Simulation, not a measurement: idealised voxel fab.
The following is a process module called voxel air gaps.
Cross-sectional view cut (width: 230 nm; square cell size: 5 nm).
Just so we're on the same page, the cross-sections are grids of square cells, and they're listed out in bands top to bottom, each band one or more rows deep. Within each band entry, the heights of the top and of the bottom of the band appear first, in that order and in nm; the materials of the band then follow from left to right, each with its corresponding width in nm. The designation "throughout" on a single material indicates that it fills the band from edge to edge; the designation "air" indicates empty space. Heads up on the height convention: 0 is the point under which the incoming wafer is all one material, and the lowest band has no bottom, it just keeps going down, like "0 nm and below". The width entry "30..40" should be interpreted row by row: the top row of cells in the band takes the first number, the bottom row takes the second number, and the change between adjacent rows is uniform throughout. When a step is marked "same as before", none of the cells in the cross-section changed during that step. For the entry "Closed void catalog", the listed items are empty spaces with no open way to the top whose size is 8 cells or more; each item follows the pattern width x height at distance, where distance is from the left edge and all three are in nm. Read whatever lies past the settings on a step's line as the simulator's own remark about the step. "overlay nm" denotes, for a step that has a mask, the displacement of the mask to the right of its planned place, with negative values corresponding to the left.
**Process steps (planned)**
step 1: RECEIVE | material Si
step 2: CONFORMAL_DEP | material SiO2 | thk nm 10
step 3: CONFORMAL_DEP | material SiN | thk nm 5
step 4: DIRECTIONAL_DEP | material lowk | thk nm 40
step 5: PATTERN | tone open | mask id LINES | material resist | width nm 20 | pitch nm 45 | thk nm 20 | overlay nm 0
step 6: DIRECTIONAL_ETCH | etch materials lowk | depth nm 40
step 7: STRIP | etch materials resist
step 8: CONFORMAL_DEP | material TiN | thk nm 5
step 9: FILL_DEP | material Ru | thk nm 5
step 10: CMP | height nm 55
step 11: EPI | material Ru | thk nm 10
step 12: SELECTIVE_ETCH | etch materials lowk | depth nm 50
step 13: CONFORMAL_DEP | material SiCN | thk nm 5
**As-received wafer cross-section (after step 1)**
> 0 nm and below: Si throughout
> Closed void catalog: none
**What the wafer looks like in cross-section after this module, when it starts as shown above and follows the plan above but one mistake is made in running it**
> 80 nm to 75 nm: air 10 nm  SiCN 205 nm  air 15 nm
> 75 nm to 55 nm: air 10 nm  SiCN 5 nm  Ru 195 nm  SiCN 5 nm  air 15 nm
> 55 nm to 50 nm: air 10 nm  SiCN 25 nm  TiN 5 nm  Ru 10 nm  TiN 5 nm  lowk 25 nm  TiN 5 nm  Ru 10 nm  TiN 5 nm  lowk 25 nm  TiN 5 nm  Ru 10 nm  TiN 5 nm  lowk 25 nm  TiN 5 nm  Ru 10 nm  TiN 5 nm  SiCN 25 nm  air 15 nm
> 50 nm to 20 nm: air 30 nm  SiCN 5 nm  TiN 5 nm  Ru 10 nm  TiN 5 nm  lowk 25 nm  TiN 5 nm  Ru 10 nm  TiN 5 nm  lowk 25 nm  TiN 5 nm  Ru 10 nm  TiN 5 nm  lowk 25 nm  TiN 5 nm  Ru 10 nm  TiN 5 nm  SiCN 5 nm  air 35 nm
> 20 nm to 15 nm: SiCN 35 nm  TiN 20 nm  lowk 25 nm  TiN 20 nm  lowk 25 nm  TiN 20 nm  lowk 25 nm  TiN 20 nm  SiCN 40 nm
> 15 nm to 10 nm: SiN throughout
> 10 nm to 0 nm: SiO2 throughout
> 0 nm and below: Si throughout
> Closed void catalog: none
It is concluded that the wafer was processed incorrectly with respect to the plan, in that twice over, step 11 of the plan was run
